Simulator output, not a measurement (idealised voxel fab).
Process module under the name voxel wiring stack
240 nm wide, 5 nm square cells: that's cross-section cut.
We lay out every cross-section as a grid of square cells and spell it out in bands from the top down, where one band means one or more rows of cells.
Top height, bottom height, nm. Materials left to right, width each, nm. Single material + "full width" = fills band edge to edge. "blank" = empty.
Convention: height 0 is the level below which the wafer, as received, is all one material. The lowest band does not terminate at the bottom but continues downward, represented as "0 down".
Think of "30..40" as a width that walks from the first number to the second as you go down the band, top row to bottom row, taking equal-sized steps from row to row.
No cell of the cross-section changed in a step that is given as "changes: none".
Entry "Enclosed void entries". Content: empty spaces with no open connection to the top, size 8 cells or greater. Each: width x height at distance. Distance: from left edge. Unit: nm.
The remark found on a step's line after its settings is issued by the simulator itself and pertains to that step.
overlay nm: step with mask; distance mask lay right of planned place; negative value = left of planned place.
## So here's the lineup of process steps we planned
1) op RECEIVE | material Si
2) op CONFORMAL_DEP | material SiO2 | thk nm 15
3) op DIRECTIONAL_DEP | material TiN | thk nm 5
4) op DIRECTIONAL_DEP | material W | thk nm 20
5) op DIRECTIONAL_DEP | material aC | thk nm 15
6) op PATTERN | tone cover | mask id METAL_1 | material resist | width nm 20 | pitch nm 40 | thk nm 35 | overlay nm 0
7) op DIRECTIONAL_ETCH | etch materials aC | depth nm 15
8) op STRIP | etch materials resist
9) op DIRECTIONAL_ETCH | etch materials W | depth nm 20
10) op DIRECTIONAL_ETCH | etch materials TiN | depth nm 5
11) op STRIP | etch materials aC
12) op CONFORMAL_DEP | material SiCN | thk nm 5
13) op FILL_DEP | material lowk | thk nm 5
14) op CMP | height nm 40
15) op CONFORMAL_DEP | material SiCN | thk nm 5
16) op DIRECTIONAL_DEP | material lowk | thk nm 20
17) op DIRECTIONAL_DEP | material aC | thk nm 15
18) op PATTERN | tone open | mask id PLUG_1 | material resist | width nm 15 | pitch nm 40 | thk nm 30 | overlay nm 0
19) op DIRECTIONAL_ETCH | etch materials aC | depth nm 15
20) op STRIP | etch materials resist
21) op DIRECTIONAL_ETCH | etch materials lowk | depth nm 20
22) op DIRECTIONAL_ETCH | etch materials SiCN | depth nm 5
23) op STRIP | etch materials aC
24) op EPI | material Ru | thk nm 10
25) op EPI | material Ru | thk nm 10
26) op EPI | material Ru | thk nm 5
27) op DIRECTIONAL_DEP | material TiN | thk nm 5
28) op DIRECTIONAL_DEP | material Ru | thk nm 15
29) op DIRECTIONAL_DEP | material aC | thk nm 10
30) op PATTERN | tone cover | mask id METAL_2 | material resist | width nm 20 | pitch nm 40 | thk nm 30 | overlay nm 0
31) op DIRECTIONAL_ETCH | etch materials aC | depth nm 10
32) op STRIP | etch materials resist
33) op DIRECTIONAL_ETCH | etch materials Ru | depth nm 15
34) op DIRECTIONAL_ETCH | etch materials TiN | depth nm 5
35) op STRIP | etch materials aC
36) op FILL_DEP | material SiO2 | thk nm 10
37) op CMP | height nm 85
38) op CONFORMAL_DEP | material SiN | thk nm 5
## Of two wafers, the first: run according to plan
## Cross-section: wafer on arrival = after step 1
  0 down: Si full width
  Enclosed void entries: none
## Wafer after step 2 (cross-section)
  15 to 0: SiO2 full width
  Heights below 0 show no change.
## Wafer after step 3 (cross-section)
  20 to 15: TiN full width
  Heights below 15 show no change.
## Wafer after step 4 (cross-section)
  40 to 20: W full width
  Heights below 20 show no change.
## Wafer after step 5 (cross-section)
  55 to 40: aC full width
  Heights below 40 show no change.
## Wafer after step 6 (cross-section)
  90 to 55: 50 blank, then 20 resist, then 20 blank, then 20 resist, then 20 blank, then 20 resist, then 20 blank, then 20 resist, then 50 blank
  Heights below 55 show no change.
## Wafer after step 7 (cross-section)
  75 to 55: 50 blank, then 20 resist, then 20 blank, then 20 resist, then 20 blank, then 20 resist, then 20 blank, then 20 resist, then 50 blank
  55 to 40: 50 blank, then 20 aC, then 20 blank, then 20 aC, then 20 blank, then 20 aC, then 20 blank, then 20 aC, then 50 blank
  Heights below 40 show no change.
## Wafer after step 8 (cross-section)
  55 to 40: 50 blank, then 20 aC, then 20 blank, then 20 aC, then 20 blank, then 20 aC, then 20 blank, then 20 aC, then 50 blank
  Heights below 40 show no change.
## Wafer after step 9 (cross-section)
  55 to 40: 50 blank, then 20 aC, then 20 blank, then 20 aC, then 20 blank, then 20 aC, then 20 blank, then 20 aC, then 50 blank
  40 to 20: 50 blank, then 20 W, then 20 blank, then 20 W, then 20 blank, then 20 W, then 20 blank, then 20 W, then 50 blank
  Heights below 20 show no change.
## Wafer after step 10 (cross-section)
  55 to 40: 50 blank, then 20 aC, then 20 blank, then 20 aC, then 20 blank, then 20 aC, then 20 blank, then 20 aC, then 50 blank
  40 to 20: 50 blank, then 20 W, then 20 blank, then 20 W, then 20 blank, then 20 W, then 20 blank, then 20 W, then 50 blank
  20 to 15: 50 blank, then 20 TiN, then 20 blank, then 20 TiN, then 20 blank, then 20 TiN, then 20 blank, then 20 TiN, then 50 blank
  Heights below 15 show no change.
## Wafer after step 11 (cross-section)
  40 to 20: 50 blank, then 20 W, then 20 blank, then 20 W, then 20 blank, then 20 W, then 20 blank, then 20 W, then 50 blank
  Heights below 20 show no change.
## Wafer after step 12 (cross-section)
  45 to 40: 45 blank, then 30 SiCN, then 10 blank, then 30 SiCN, then 10 blank, then 30 SiCN, then 10 blank, then 30 SiCN, then 45 blank
  40 to 20: 45 blank, then 5 SiCN, then 20 W, then 5 SiCN, then 10 blank, then 5 SiCN, then 20 W, then 5 SiCN, then 10 blank, then 5 SiCN, then 20 W, then 5 SiCN, then 10 blank, then 5 SiCN, then 20 W, then 5 SiCN, then 45 blank
  20 to 15: 50 SiCN, then 20 TiN, then 20 SiCN, then 20 TiN, then 20 SiCN, then 20 TiN, then 20 SiCN, then 20 TiN, then 50 SiCN
  Heights below 15 show no change.
## Wafer after step 13 (cross-section)
  50 to 45: lowk full width
  45 to 40: 45 lowk, then 30 SiCN, then 10 lowk, then 30 SiCN, then 10 lowk, then 30 SiCN, then 10 lowk, then 30 SiCN, then 45 lowk
  40 to 20: 45 lowk, then 5 SiCN, then 20 W, then 5 SiCN, then 10 lowk, then 5 SiCN, then 20 W, then 5 SiCN, then 10 lowk, then 5 SiCN, then 20 W, then 5 SiCN, then 10 lowk, then 5 SiCN, then 20 W, then 5 SiCN, then 45 lowk
  Heights below 20 show no change.
## Wafer after step 14 (cross-section)
  40 to 20: 45 lowk, then 5 SiCN, then 20 W, then 5 SiCN, then 10 lowk, then 5 SiCN, then 20 W, then 5 SiCN, then 10 lowk, then 5 SiCN, then 20 W, then 5 SiCN, then 10 lowk, then 5 SiCN, then 20 W, then 5 SiCN, then 45 lowk
  Heights below 20 show no change.
## Wafer after step 15 (cross-section)
  45 to 40: SiCN full width
  Heights below 40 show no change.
## Wafer after step 16 (cross-section)
  65 to 45: lowk full width
  Heights below 45 show no change.
## Wafer after step 17 (cross-section)
  80 to 65: aC full width
  Heights below 65 show no change.
## Wafer after step 18 (cross-section)
  110 to 80: 50 resist, then 15 blank, then 25 resist, then 15 blank, then 25 resist, then 15 blank, then 25 resist, then 15 blank, then 55 resist
  Heights below 80 show no change.
## Wafer after step 19 (cross-section)
  95 to 80: 50 resist, then 15 blank, then 25 resist, then 15 blank, then 25 resist, then 15 blank, then 25 resist, then 15 blank, then 55 resist
  80 to 65: 50 aC, then 15 blank, then 25 aC, then 15 blank, then 25 aC, then 15 blank, then 25 aC, then 15 blank, then 55 aC
  Heights below 65 show no change.
## Wafer after step 20 (cross-section)
  80 to 65: 50 aC, then 15 blank, then 25 aC, then 15 blank, then 25 aC, then 15 blank, then 25 aC, then 15 blank, then 55 aC
  Heights below 65 show no change.
## Wafer after step 21 (cross-section)
  80 to 65: 50 aC, then 15 blank, then 25 aC, then 15 blank, then 25 aC, then 15 blank, then 25 aC, then 15 blank, then 55 aC
  65 to 45: 50 lowk, then 15 blank, then 25 lowk, then 15 blank, then 25 lowk, then 15 blank, then 25 lowk, then 15 blank, then 55 lowk
  Heights below 45 show no change.
## Wafer after step 22 (cross-section)
  80 to 65: 50 aC, then 15 blank, then 25 aC, then 15 blank, then 25 aC, then 15 blank, then 25 aC, then 15 blank, then 55 aC
  65 to 45: 50 lowk, then 15 blank, then 25 lowk, then 15 blank, then 25 lowk, then 15 blank, then 25 lowk, then 15 blank, then 55 lowk
  45 to 40: 50 SiCN, then 15 blank, then 25 SiCN, then 15 blank, then 25 SiCN, then 15 blank, then 25 SiCN, then 15 blank, then 55 SiCN
  Heights below 40 show no change.
## Wafer after step 23 (cross-section)
  65 to 45: 50 lowk, then 15 blank, then 25 lowk, then 15 blank, then 25 lowk, then 15 blank, then 25 lowk, then 15 blank, then 55 lowk
  Heights below 45 show no change.
## Wafer after step 24 (cross-section)
  65 to 50: 50 lowk, then 15 blank, then 25 lowk, then 15 blank, then 25 lowk, then 15 blank, then 25 lowk, then 15 blank, then 55 lowk
  50 to 45: 50 lowk, then 15 Ru, then 25 lowk, then 15 Ru, then 25 lowk, then 15 Ru, then 25 lowk, then 15 Ru, then 55 lowk
  45 to 40: 50 SiCN, then 15 Ru, then 25 SiCN, then 15 Ru, then 25 SiCN, then 15 Ru, then 25 SiCN, then 15 Ru, then 55 SiCN
  Heights below 40 show no change.
## Wafer after step 25 (cross-section)
  65 to 60: 50 lowk, then 15 blank, then 25 lowk, then 15 blank, then 25 lowk, then 15 blank, then 25 lowk, then 15 blank, then 55 lowk
  60 to 45: 50 lowk, then 15 Ru, then 25 lowk, then 15 Ru, then 25 lowk, then 15 Ru, then 25 lowk, then 15 Ru, then 55 lowk
  Heights below 45 show no change.
## Wafer after step 26 (cross-section)
  65 to 45: 50 lowk, then 15 Ru, then 25 lowk, then 15 Ru, then 25 lowk, then 15 Ru, then 25 lowk, then 15 Ru, then 55 lowk
  Heights below 45 show no change.
## Wafer after step 27 (cross-section)
  70 to 65: TiN full width
  Heights below 65 show no change.
## Wafer after step 28 (cross-section)
  85 to 70: Ru full width
  Heights below 70 show no change.
## Wafer after step 29 (cross-section)
  95 to 85: aC full width
  Heights below 85 show no change.
## Wafer after step 30 (cross-section)
  125 to 95: 50 blank, then 20 resist, then 20 blank, then 20 resist, then 20 blank, then 20 resist, then 20 blank, then 20 resist, then 50 blank
  Heights below 95 show no change.
## Wafer after step 31 (cross-section)
  115 to 95: 50 blank, then 20 resist, then 20 blank, then 20 resist, then 20 blank, then 20 resist, then 20 blank, then 20 resist, then 50 blank
  95 to 85: 50 blank, then 20 aC, then 20 blank, then 20 aC, then 20 blank, then 20 aC, then 20 blank, then 20 aC, then 50 blank
  Heights below 85 show no change.
## Wafer after step 32 (cross-section)
  95 to 85: 50 blank, then 20 aC, then 20 blank, then 20 aC, then 20 blank, then 20 aC, then 20 blank, then 20 aC, then 50 blank
  Heights below 85 show no change.
## Wafer after step 33 (cross-section)
  95 to 85: 50 blank, then 20 aC, then 20 blank, then 20 aC, then 20 blank, then 20 aC, then 20 blank, then 20 aC, then 50 blank
  85 to 70: 50 blank, then 20 Ru, then 20 blank, then 20 Ru, then 20 blank, then 20 Ru, then 20 blank, then 20 Ru, then 50 blank
  Heights below 70 show no change.
## Wafer after step 34 (cross-section)
  95 to 85: 50 blank, then 20 aC, then 20 blank, then 20 aC, then 20 blank, then 20 aC, then 20 blank, then 20 aC, then 50 blank
  85 to 70: 50 blank, then 20 Ru, then 20 blank, then 20 Ru, then 20 blank, then 20 Ru, then 20 blank, then 20 Ru, then 50 blank
  70 to 65: 50 blank, then 20 TiN, then 20 blank, then 20 TiN, then 20 blank, then 20 TiN, then 20 blank, then 20 TiN, then 50 blank
  Heights below 65 show no change.
## Wafer after step 35 (cross-section)
  85 to 70: 50 blank, then 20 Ru, then 20 blank, then 20 Ru, then 20 blank, then 20 Ru, then 20 blank, then 20 Ru, then 50 blank
  Heights below 70 show no change.
## Wafer after step 36 (cross-section)
  95 to 85: SiO2 full width
  85 to 70: 50 SiO2, then 20 Ru, then 20 SiO2, then 20 Ru, then 20 SiO2, then 20 Ru, then 20 SiO2, then 20 Ru, then 50 SiO2
  70 to 65: 50 SiO2, then 20 TiN, then 20 SiO2, then 20 TiN, then 20 SiO2, then 20 TiN, then 20 SiO2, then 20 TiN, then 50 SiO2
  Heights below 65 show no change.
## Wafer after step 37 (cross-section)
  85 to 70: 50 SiO2, then 20 Ru, then 20 SiO2, then 20 Ru, then 20 SiO2, then 20 Ru, then 20 SiO2, then 20 Ru, then 50 SiO2
  Heights below 70 show no change.
## Wafer after step 38 (cross-section)
  90 to 85: SiN full width
  Heights below 85 show no change.
## Notes, second wafer: start = first wafer's, plan = first wafer's, execution had one mistake; history identical to first through step 23
## At the planned end of step 25, the second wafer in cross-section
  70 to 65: 45 blank, then 25 Ru, then 15 blank, then 25 Ru, then 15 blank, then 25 Ru, then 15 blank, then 25 Ru, then 50 blank
  65 to 45: 50 lowk, then 15 Ru, then 25 lowk, then 15 Ru, then 25 lowk, then 15 Ru, then 25 lowk, then 15 Ru, then 55 lowk
  45 to 40: 50 SiCN, then 15 Ru, then 25 SiCN, then 15 Ru, then 25 SiCN, then 15 Ru, then 25 SiCN, then 15 Ru, then 55 SiCN
  Heights below 40 show no change.
## At the planned end of step 26, the second wafer in cross-section
  75 to 65: 40 blank, then 35 Ru, then 5 blank, then 35 Ru, then 5 blank, then 35 Ru, then 5 blank, then 35 Ru, then 45 blank
  Heights below 65 show no change.
## At the planned end of step 27, the second wafer in cross-section
  80 to 75: 40 blank, then 35 TiN, then 5 blank, then 35 TiN, then 5 blank, then 35 TiN, then 5 blank, then 35 TiN, then 45 blank
  75 to 70: 40 blank, then 35 Ru, then 5 blank, then 35 Ru, then 5 blank, then 35 Ru, then 5 blank, then 35 Ru, then 45 blank
  70 to 65: 40 TiN, then 35 Ru, then 5 TiN, then 35 Ru, then 5 TiN, then 35 Ru, then 5 TiN, then 35 Ru, then 45 TiN
  Heights below 65 show no change.
## At the planned end of step 28, the second wafer in cross-section
  95 to 85: 40 blank, then 35 Ru, then 5 blank, then 35 Ru, then 5 blank, then 35 Ru, then 5 blank, then 35 Ru, then 45 blank
  85 to 80: Ru full width
  80 to 75: 40 Ru, then 35 TiN, then 5 Ru, then 35 TiN, then 5 Ru, then 35 TiN, then 5 Ru, then 35 TiN, then 45 Ru
  75 to 70: Ru full width
  Heights below 70 show no change.
## At the planned end of step 29, the second wafer in cross-section
  105 to 95: 40 blank, then 35 aC, then 5 blank, then 35 aC, then 5 blank, then 35 aC, then 5 blank, then 35 aC, then 45 blank
  95 to 85: 40 aC, then 35 Ru, then 5 aC, then 35 Ru, then 5 aC, then 35 Ru, then 5 aC, then 35 Ru, then 45 aC
  Heights below 85 show no change.
## At the planned end of step 30, the second wafer in cross-section
  135 to 105: 50 blank, then 20 resist, then 20 blank, then 20 resist, then 20 blank, then 20 resist, then 20 blank, then 20 resist, then 50 blank
  Heights below 105 show no change.
## At the planned end of step 31, the second wafer in cross-section
  125 to 105: 50 blank, then 20 resist, then 20 blank, then 20 resist, then 20 blank, then 20 resist, then 20 blank, then 20 resist, then 50 blank
  105 to 95: 50 blank, then 20 aC, then 20 blank, then 20 aC, then 20 blank, then 20 aC, then 20 blank, then 20 aC, then 50 blank
  95 to 85: 40 blank, then 35 Ru, then 5 blank, then 35 Ru, then 5 blank, then 35 Ru, then 5 blank, then 35 Ru, then 45 blank
  Heights below 85 show no change.
## At the planned end of step 32, the second wafer in cross-section
  105 to 95: 50 blank, then 20 aC, then 20 blank, then 20 aC, then 20 blank, then 20 aC, then 20 blank, then 20 aC, then 50 blank
  Heights below 95 show no change.
## At the planned end of step 33, the second wafer in cross-section
  105 to 95: 50 blank, then 20 aC, then 20 blank, then 20 aC, then 20 blank, then 20 aC, then 20 blank, then 20 aC, then 50 blank
  95 to 80: 50 blank, then 20 Ru, then 20 blank, then 20 Ru, then 20 blank, then 20 Ru, then 20 blank, then 20 Ru, then 50 blank
  80 to 75: 40 blank, then 35 TiN, then 5 blank, then 35 TiN, then 5 blank, then 35 TiN, then 5 blank, then 35 TiN, then 45 blank
  75 to 70: 40 blank, then 35 Ru, then 5 blank, then 35 Ru, then 5 blank, then 35 Ru, then 5 blank, then 35 Ru, then 45 blank
  Heights below 70 show no change.
## At the planned end of step 34, the second wafer in cross-section
  105 to 95: 50 blank, then 20 aC, then 20 blank, then 20 aC, then 20 blank, then 20 aC, then 20 blank, then 20 aC, then 50 blank
  95 to 80: 50 blank, then 20 Ru, then 20 blank, then 20 Ru, then 20 blank, then 20 Ru, then 20 blank, then 20 Ru, then 50 blank
  80 to 75: 50 blank, then 20 TiN, then 20 blank, then 20 TiN, then 20 blank, then 20 TiN, then 20 blank, then 20 TiN, then 50 blank
  75 to 65: 40 blank, then 35 Ru, then 5 blank, then 35 Ru, then 5 blank, then 35 Ru, then 5 blank, then 35 Ru, then 45 blank
  Heights below 65 show no change.
## At the planned end of step 35, the second wafer in cross-section
  95 to 80: 50 blank, then 20 Ru, then 20 blank, then 20 Ru, then 20 blank, then 20 Ru, then 20 blank, then 20 Ru, then 50 blank
  Heights below 80 show no change.
## At the planned end of step 36, the second wafer in cross-section
  105 to 95: SiO2 full width
  95 to 80: 50 SiO2, then 20 Ru, then 20 SiO2, then 20 Ru, then 20 SiO2, then 20 Ru, then 20 SiO2, then 20 Ru, then 50 SiO2
  80 to 75: 50 SiO2, then 20 TiN, then 20 SiO2, then 20 TiN, then 20 SiO2, then 20 TiN, then 20 SiO2, then 20 TiN, then 50 SiO2
  75 to 65: 40 SiO2, then 35 Ru, then 5 SiO2, then 35 Ru, then 5 SiO2, then 35 Ru, then 5 SiO2, then 35 Ru, then 45 SiO2
  Heights below 65 show no change.
## At the planned end of step 37, the second wafer in cross-section
  85 to 80: 50 SiO2, then 20 Ru, then 20 SiO2, then 20 Ru, then 20 SiO2, then 20 Ru, then 20 SiO2, then 20 Ru, then 50 SiO2
  Heights below 80 show no change.
## At the planned end of step 38, the second wafer in cross-section
  90 to 85: SiN full width
  Heights below 85 show no change.
Which mistake was made when the wafer was run? there is no telling which one of steps 24 and 25, all the same, got done twice
Heads up, by the end the second wafer has more or fewer cells of some materials compared to the first: Ru +24, SiO2 -24
